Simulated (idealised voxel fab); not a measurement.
process module | voxel ribs on slabs
Cross-section cut: width 165 nm, square cells of 5 nm.
A cross-section is written here as square cells arranged in a grid, and it is given in bands from the top down, each band taking up one or more rows of cells.
Heads up on the band format: heights come first, top then bottom, in nm. After that it's the materials left to right, each with its width in nm. A single material flagged "everywhere" fills the whole band edge to edge, and "air" means there's empty space there.
Heights are measured from 0, the level below which the as-received wafer is all one material; the lowest band has no bottom and continues downward, written as in "z 0 and below".
Width: "30 to 40" (first number = top row, second number = bottom row, same change from row to row of cells).
Step note "remains unaltered" = no cross-section cell changed.
You'll see "Sealed void inventory" listing empty spaces that have no way open to the top, as long as they're 8 cells or more; the notation is width x height at distance, where the distance is from the left edge, and all of it is in nm.
Text after the settings on a step's line: the simulator's own remark on that step.
Regarding "overlay nm": on a step with a mask, it is the distance the mask lay to the right of its planned place; a negative value places it to the left.
**plan**
1: RECEIVE [material Si]
2: DIRECTIONAL_DEP [material SiO2] [thk nm 20]
3: DIRECTIONAL_DEP [material SiN] [thk nm 20]
4: PATTERN [tone cover] [mask id RIB] [material resist] [width nm 30] [thk nm 15] [overlay nm 0]
5: DIRECTIONAL_ETCH [etch materials SiN] [depth nm 5]
6: STRIP [etch materials resist]
7: PATTERN [tone cover] [mask id SLAB] [material resist] [width nm 70] [thk nm 20] [overlay nm 0]
8: DIRECTIONAL_ETCH [etch materials SiN] [depth nm 15]
9: STRIP [etch materials resist]
10: FILL_DEP [material SiO2] [thk nm 25]
11: CMP [height nm 60]
12: DIRECTIONAL_DEP [material W] [thk nm 5]
13: PATTERN [tone cover] [mask id HEATER] [material resist] [width nm 40] [thk nm 15] [overlay nm 0]
14: DIRECTIONAL_ETCH [etch materials W] [depth nm 5]
15: STRIP [etch materials resist]
16: CONFORMAL_DEP [material SiN] [thk nm 5]
**This is the cross-section of the wafer as we received it, i.e. after step 1**
z 0 and below | Si everywhere
Sealed void inventory: none
**Run as planned - first of the two wafers cross-sectioned at the end of the module**
z 70 to 65 | air: 55 | SiN: 50 | air: 60
z 65 to 60 | SiN: 60 | W: 40 | SiN: 65
z 60 to 40 | SiO2 everywhere
z 40 to 35 | SiO2: 65 | SiN: 30 | SiO2: 70
z 35 to 20 | SiO2: 45 | SiN: 70 | SiO2: 50
z 20 to 0 | SiO2 everywhere
z 0 and below | Si everywhere
Sealed void inventory: none
**End of module, second wafer, cross-section. Started like the first, planned like the first, run with one mistake**
z 70 to 65 | air: 55 | SiO2: 50 | air: 60
z 65 to 60 | SiO2: 60 | W: 40 | SiO2: 65
z 60 to 40 | SiO2 everywhere
z 40 to 35 | SiO2: 65 | SiN: 30 | SiO2: 70
z 35 to 20 | SiO2: 45 | SiN: 70 | SiO2: 50
z 20 to 0 | SiO2 everywhere
z 0 and below | Si everywhere
Sealed void inventory: none
Misprocessing identified: so step 16 ended up running with a different setting than we planned, it ran as CONFORMAL_DEP [material SiO2] [thk nm 5]
Final wafer comparison in cells, second versus first, more or fewer per material: SiN -35, SiO2 +35
